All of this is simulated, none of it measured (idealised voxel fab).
This is a process module. Its name is voxel wiring stack.
Displayed cross-section: cut, width of 200 nm, square cells sized 5 nm.
Reading order for cross-sections: top band down to bottom band. Underlying form: a grid of square cells. Band size: one or more rows of cells. Quick guide to a band line: top height, bottom height (nm) up front; then every material left to right with its width in nm. Only one material and it's marked "everywhere"? Then it fills the band edge to edge. And "empty" just means empty space. The level at which height equals 0 is the one under which the wafer, as it arrives, is entirely one material. No lower edge exists for the bottom band, which continues downward and is notated as in "0 nm and below". Per-row width for "30 to 40": begins at first number (top row of band), ends at second number (bottom row), increment between rows held constant. Where the words "no modification" appear for a step, the cross-section shows no cell changed by that step; every cell remained as before. So "Tabulated closed voids" is basically the list of trapped voids: any empty space of 8 cells or more that can't reach the top through an opening. They're written width x height at distance, the distance being from the left edge, and it's all nm. Where a step's line continues beyond its settings, the continuation is a remark by the simulator itself on that step. The "overlay nm" setting may appear on a step's line; for a step that uses a mask, it gives how far to the right of its planned position the mask lay, and a negative value indicates the left.
This section lists the process steps that were planned
- 1: RECEIVE: material Si
- 2: CONFORMAL_DEP: material SiO2, thk nm 15
- 3: DIRECTIONAL_DEP: material TiN, thk nm 5
- 4: DIRECTIONAL_DEP: material Ru, thk nm 15
- 5: MASKED_ETCH: tone cover, mask id METAL_1, width nm 25, pitch nm 50, etch materials Ru, depth nm 15, overlay nm 0
- 6: MASKED_ETCH: tone cover, mask id METAL_1, width nm 25, pitch nm 50, etch materials TiN, depth nm 5, overlay nm 0
- 7: CONFORMAL_DEP: material SiCN, thk nm 5
- 8: FILL_DEP: material SiO2, thk nm 5
- 9: CMP: height nm 35
- 10: CONFORMAL_DEP: material SiCN, thk nm 5
- 11: DIRECTIONAL_DEP: material SiO2, thk nm 20
- 12: DIRECTIONAL_DEP: material aC, thk nm 10
- 13: PATTERN: tone open, mask id PLUG_1, material resist, width nm 15, pitch nm 50, thk nm 25, overlay nm 0
- 14: DIRECTIONAL_ETCH: etch materials aC, depth nm 10
- 15: STRIP: etch materials resist
- 16: DIRECTIONAL_ETCH: etch materials SiO2, depth nm 20
- 17: DIRECTIONAL_ETCH: etch materials SiCN, depth nm 5
- 18: STRIP: etch materials aC
- 19: EPI: material Ru, thk nm 10
- 20: EPI: material Ru, thk nm 10
- 21: EPI: material Ru, thk nm 5
- 22: DIRECTIONAL_DEP: material TiN, thk nm 5
- 23: DIRECTIONAL_DEP: material Ru, thk nm 20
- 24: MASKED_ETCH: tone cover, mask id METAL_2, width nm 25, pitch nm 50, etch materials Ru, depth nm 20, overlay nm 0
- 25: MASKED_ETCH: tone cover, mask id METAL_2, width nm 25, pitch nm 50, etch materials TiN, depth nm 5, overlay nm 0
- 26: CONFORMAL_DEP: material SiN, thk nm 5
- 27: FILL_DEP: material SiO2, thk nm 10
- 28: CMP: height nm 85
- 29: CONFORMAL_DEP: material SiCN, thk nm 5
- 30: DIRECTIONAL_DEP: material lowk, thk nm 15
- 31: PATTERN: tone open, mask id PLUG_2, material resist, width nm 15, thk nm 15, overlay nm 0
- 32: DIRECTIONAL_ETCH: etch materials lowk, depth nm 15
- 33: DIRECTIONAL_ETCH: etch materials SiCN, depth nm 5
- 34: STRIP: etch materials resist
- 35: CONFORMAL_DEP: material TiN, thk nm 5
- 36: FILL_DEP: material Cu, thk nm 10
- 37: CMP: height nm 105
- 38: DIRECTIONAL_DEP: material TiN, thk nm 5
- 39: DIRECTIONAL_DEP: material Ru, thk nm 15
- 40: MASKED_ETCH: tone cover, mask id METAL_3, width nm 25, pitch nm 50, etch materials Ru, depth nm 15, overlay nm 0
- 41: MASKED_ETCH: tone cover, mask id METAL_3, width nm 25, pitch nm 50, etch materials TiN, depth nm 5, overlay nm 0
- 42: CONFORMAL_DEP: material SiCN, thk nm 5
- 43: FILL_DEP: material lowk, thk nm 10
- 44: CMP: height nm 125
- 45: CONFORMAL_DEP: material SiCN, thk nm 5
Incoming wafer, cross-sectional view, post step 1
- 0 nm and below  Si everywhere
- Tabulated closed voids: none
Cross-sectional view of the first of the two wafers upon completion of the module, processed in accordance with the plan
- 130 nm to 125 nm  SiCN everywhere
- 125 nm to 110 nm  55 lowk  5 SiCN  25 Ru  5 SiCN  15 lowk  5 SiCN  25 Ru  5 SiCN  60 lowk
- 110 nm to 105 nm  60 SiCN  25 TiN  25 SiCN  25 TiN  65 SiCN
- 105 nm to 90 nm  60 lowk  5 TiN  5 Cu  5 TiN  125 lowk
- 90 nm to 85 nm  60 SiCN  15 TiN  125 SiCN
- 85 nm to 65 nm  55 SiO2  5 SiN  25 Ru  5 SiN  15 SiO2  5 SiN  25 Ru  5 SiN  60 SiO2
- 65 nm to 60 nm  60 SiN  25 TiN  25 SiN  25 TiN  65 SiN
- 60 nm to 40 nm  60 SiO2  15 Ru  35 SiO2  15 Ru  75 SiO2
- 40 nm to 35 nm  60 SiCN  15 Ru  35 SiCN  15 Ru  75 SiCN
- 35 nm to 20 nm  55 SiO2  5 SiCN  25 Ru  5 SiCN  15 SiO2  5 SiCN  25 Ru  5 SiCN  60 SiO2
- 20 nm to 15 nm  60 SiCN  25 TiN  25 SiCN  25 TiN  65 SiCN
- 15 nm to 0 nm  SiO2 everywhere
- 0 nm and below  Si everywhere
- Tabulated closed voids: none
Now the second wafer, cross-sectioned at the end of the module. Nothing different at the start, nothing different in the plan compared with the first, just one mistake when it was actually run
- 130 nm to 125 nm  SiCN everywhere
- 125 nm to 115 nm  55 lowk  5 SiCN  25 Ru  5 SiCN  15 lowk  5 SiCN  25 Ru  5 SiCN  60 lowk
- 115 nm to 110 nm  60 SiCN  25 Ru  25 SiCN  25 Ru  65 SiCN
- 110 nm to 105 nm  aC everywhere
- 105 nm to 90 nm  60 lowk  5 TiN  5 Cu  5 TiN  125 lowk
- 90 nm to 85 nm  60 SiCN  15 TiN  125 SiCN
- 85 nm to 65 nm  55 SiO2  5 SiN  25 Ru  5 SiN  15 SiO2  5 SiN  25 Ru  5 SiN  60 SiO2
- 65 nm to 60 nm  60 SiN  25 TiN  25 SiN  25 TiN  65 SiN
- 60 nm to 40 nm  60 SiO2  15 Ru  35 SiO2  15 Ru  75 SiO2
- 40 nm to 35 nm  60 SiCN  15 Ru  35 SiCN  15 Ru  75 SiCN
- 35 nm to 20 nm  55 SiO2  5 SiCN  25 Ru  5 SiCN  15 SiO2  5 SiCN  25 Ru  5 SiCN  60 SiO2
- 20 nm to 15 nm  60 SiCN  25 TiN  25 SiCN  25 TiN  65 SiCN
- 15 nm to 0 nm  SiO2 everywhere
- 0 nm and below  Si everywhere
- Tabulated closed voids: none
Deviation noted in wafer processing: heads up, step 38 didn't go per plan, it actually ran as DIRECTIONAL_DEP: material aC, thk nm 5
Count the cells at the end and the second wafer has more or fewer of some materials than the first: SiCN: 4 fewer | TiN: 10 fewer | aC: 40 more | lowk: 26 fewer
